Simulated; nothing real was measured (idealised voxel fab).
Proc. module: voxel wiring stack
Cross-section cut: width 200 nm, square cells of 5 nm.
If you're reading a cross-section in this doc, picture square cells in a grid; it comes to you as bands, top ones listed first down to the bottom, and a band can be one or more rows of cells. Within each band entry, the heights of the top and of the bottom of the band appear first, in that order and in nm; the materials of the band then follow from left to right, each with its corresponding width in nm. The designation "edge to edge" on a single material indicates that it fills the band from edge to edge; the designation "air" indicates empty space. Height is counted from the level 0, under which the received wafer is composed throughout of one material. The lowest of the bands is not closed at the bottom but continues downward, in the notation "0 and below". Note: "30->40" means the width goes from the first number (top row of the band) to the second number (bottom row) in equal steps per row of cells. You'll sometimes find "nothing was modified" written for a step, and that's the way of saying that nowhere in the cross-section did a cell change during that step. Reported under the label "Enclosed void listing" are the empty spaces having no open way to the top and comprising 8 cells or more; the notation for each is width x height at distance, in which the distance is measured from the left edge and all three values are in nm. Heads up: the bit after the settings on a step's line is the simulator's remark on that step. You can add "overlay nm" to a step's line. For a step with a mask, it describes how far the mask lay to the right of its planned position, and a negative number describes a lay to the left.

[Planned step list for the process]
1 RECEIVE (material Si)
2 CONFORMAL_DEP (material SiO2; thk nm 10)
3 DIRECTIONAL_DEP (material TiN; thk nm 5)
4 DIRECTIONAL_DEP (material W; thk nm 15)
5 DIRECTIONAL_DEP (material aC; thk nm 10)
6 PATTERN (tone cover; mask id METAL_1; material resist; width nm 30; pitch nm 60; thk nm 25; overlay nm 0)
7 DIRECTIONAL_ETCH (etch materials aC; depth nm 10)
8 STRIP (etch materials resist)
9 DIRECTIONAL_ETCH (etch materials W; depth nm 15)
10 DIRECTIONAL_ETCH (etch materials TiN; depth nm 5)
11 STRIP (etch materials aC)
12 FILL_DEP (material lowk; thk nm 10)
13 CMP (height nm 30)
14 CONFORMAL_DEP (material SiCN; thk nm 5)
15 DIRECTIONAL_DEP (material SiO2; thk nm 30)
16 MASKED_ETCH (tone open; mask id METAL_2_HOLES; width nm 15; pitch nm 120; etch materials SiO2; depth nm 30; overlay nm 0)
17 MASKED_ETCH (tone open; mask id METAL_2; width nm 30; pitch nm 60; etch materials SiO2; depth nm 15; overlay nm 0)
18 MASKED_ETCH (tone open; mask id METAL_2; width nm 30; pitch nm 60; etch materials SiCN; depth nm 5; overlay nm 0)
19 CONFORMAL_DEP (material TiN; thk nm 5)
20 FILL_DEP (material Ru; thk nm 5)
21 CMP (height nm 65)
22 CONFORMAL_DEP (material SiCN; thk nm 5)
23 DIRECTIONAL_DEP (material SiO2; thk nm 15)
24 MASKED_ETCH (tone open; mask id PLUG_2; width nm 15; pitch nm 60; etch materials SiO2; depth nm 15; overlay nm 0)
25 MASKED_ETCH (tone open; mask id PLUG_2; width nm 15; pitch nm 60; etch materials SiCN; depth nm 5; overlay nm -10)
26 EPI (material Ru; thk nm 10)
27 EPI (material Ru; thk nm 10)
28 CONFORMAL_DEP (material SiN; thk nm 5)
29 DIRECTIONAL_DEP (material SiO2; thk nm 25)
30 PATTERN (tone open; mask id METAL_3; material resist; width nm 30; pitch nm 60; thk nm 20; overlay nm 0)
31 DIRECTIONAL_ETCH (etch materials SiO2; depth nm 25)
32 DIRECTIONAL_ETCH (etch materials SiN; depth nm 5)
33 STRIP (etch materials resist)
34 CONFORMAL_DEP (material TiN; thk nm 5)
35 FILL_DEP (material Ru; thk nm 5)
36 CMP (height nm 115)
37 CONFORMAL_DEP (material SiN; thk nm 5)
What sets these wafers apart? The overlay nm at step 25. They all start alike, and the plan carries the first wafer's value.

[The first of several wafers, as received after step 1, seen in section]
* 0 and below = Si edge to edge
* Enclosed void listing: none

[Last step of the module is step 37; after it, the first of several wafers in cross-section]
* 120 down to 115 = SiN edge to edge
* 115 down to 90 = 25 SiO2  5 TiN  20 Ru  5 TiN  30 SiO2  5 TiN  20 Ru  5 TiN  30 SiO2  5 TiN  20 Ru  5 TiN  25 SiO2
* 90 down to 85 = 25 SiN  30 TiN  30 SiN  30 TiN  30 SiN  30 TiN  25 SiN
* 85 down to 70 = 25 SiO2  15 Ru  45 SiO2  15 Ru  45 SiO2  15 Ru  40 SiO2
* 70 down to 65 = 25 SiCN  5 Ru  55 SiCN  5 Ru  55 SiCN  5 Ru  50 SiCN
* 65 down to 55 = 25 SiO2  5 TiN  20 Ru  5 TiN  30 SiO2  5 TiN  20 Ru  5 TiN  30 SiO2  5 TiN  20 Ru  5 TiN  25 SiO2
* 55 down to 50 = 25 SiO2  5 TiN  5 Ru  20 TiN  30 SiO2  30 TiN  30 SiO2  5 TiN  5 Ru  20 TiN  25 SiO2
* 50 down to 35 = 25 SiO2  5 TiN  5 Ru  5 TiN  105 SiO2  5 TiN  5 Ru  5 TiN  40 SiO2
* 35 down to 30 = 25 SiCN  15 TiN  105 SiCN  15 TiN  40 SiCN
* 30 down to 15 = 25 lowk  30 W  30 lowk  30 W  30 lowk  30 W  25 lowk
* 15 down to 10 = 25 lowk  30 TiN  30 lowk  30 TiN  30 lowk  30 TiN  25 lowk
* 10 down to 0 = SiO2 edge to edge
* 0 and below = Si edge to edge
* Enclosed void listing: none

[Here's the last wafer cross-sectioned at the end of the module]
* 120 down to 115 = SiN edge to edge
* 115 down to 90 = 25 SiO2  5 TiN  20 Ru  5 TiN  30 SiO2  5 TiN  20 Ru  5 TiN  30 SiO2  5 TiN  20 Ru  5 TiN  25 SiO2
* 90 down to 85 = 25 SiN  30 TiN  30 SiN  30 TiN  30 SiN  30 TiN  25 SiN
* 85 down to 70 = 25 SiO2  5 SiN  5 TiN  5 SiN  45 SiO2  5 SiN  5 TiN  5 SiN  45 SiO2  5 SiN  5 TiN  5 SiN  40 SiO2
* 70 down to 65 = SiCN edge to edge
* 65 down to 55 = 25 SiO2  5 TiN  20 Ru  5 TiN  30 SiO2  5 TiN  20 Ru  5 TiN  30 SiO2  5 TiN  20 Ru  5 TiN  25 SiO2
* 55 down to 50 = 25 SiO2  5 TiN  5 Ru  20 TiN  30 SiO2  30 TiN  30 SiO2  5 TiN  5 Ru  20 TiN  25 SiO2
* 50 down to 35 = 25 SiO2  5 TiN  5 Ru  5 TiN  105 SiO2  5 TiN  5 Ru  5 TiN  40 SiO2
* 35 down to 30 = 25 SiCN  15 TiN  105 SiCN  15 TiN  40 SiCN
* 30 down to 15 = 25 lowk  30 W  30 lowk  30 W  30 lowk  30 W  25 lowk
* 15 down to 10 = 25 lowk  30 TiN  30 lowk  30 TiN  30 lowk  30 TiN  25 lowk
* 10 down to 0 = SiO2 edge to edge
* 0 and below = Si edge to edge
* Enclosed void listing: none

[Rows = wafers. At module end, each row lists per material the cells gained (+) or lost (-) since the wafer was received, then the closed voids]
overlay nm -10; +122 Ru; +71 SiCN; +62 SiN; +451 SiO2; +112 TiN; +54 W; +88 lowk; Enclosed void listing: none
overlay nm -5; +125 Ru; +68 SiCN; +62 SiN; +451 SiO2; +112 TiN; +54 W; +88 lowk; Enclosed void listing: none
overlay nm 0; +128 Ru; +65 SiCN; +62 SiN; +451 SiO2; +112 TiN; +54 W; +88 lowk; Enclosed void listing: none
overlay nm 5; +125 Ru; +68 SiCN; +62 SiN; +451 SiO2; +112 TiN; +54 W; +88 lowk; Enclosed void listing: none
overlay nm 10; +122 Ru; +71 SiCN; +62 SiN; +451 SiO2; +112 TiN; +54 W; +88 lowk; Enclosed void listing: none
overlay nm 15; +92 Ru; +74 SiCN; +80 SiN; +451 SiO2; +121 TiN; +54 W; +88 lowk; Enclosed void listing: none
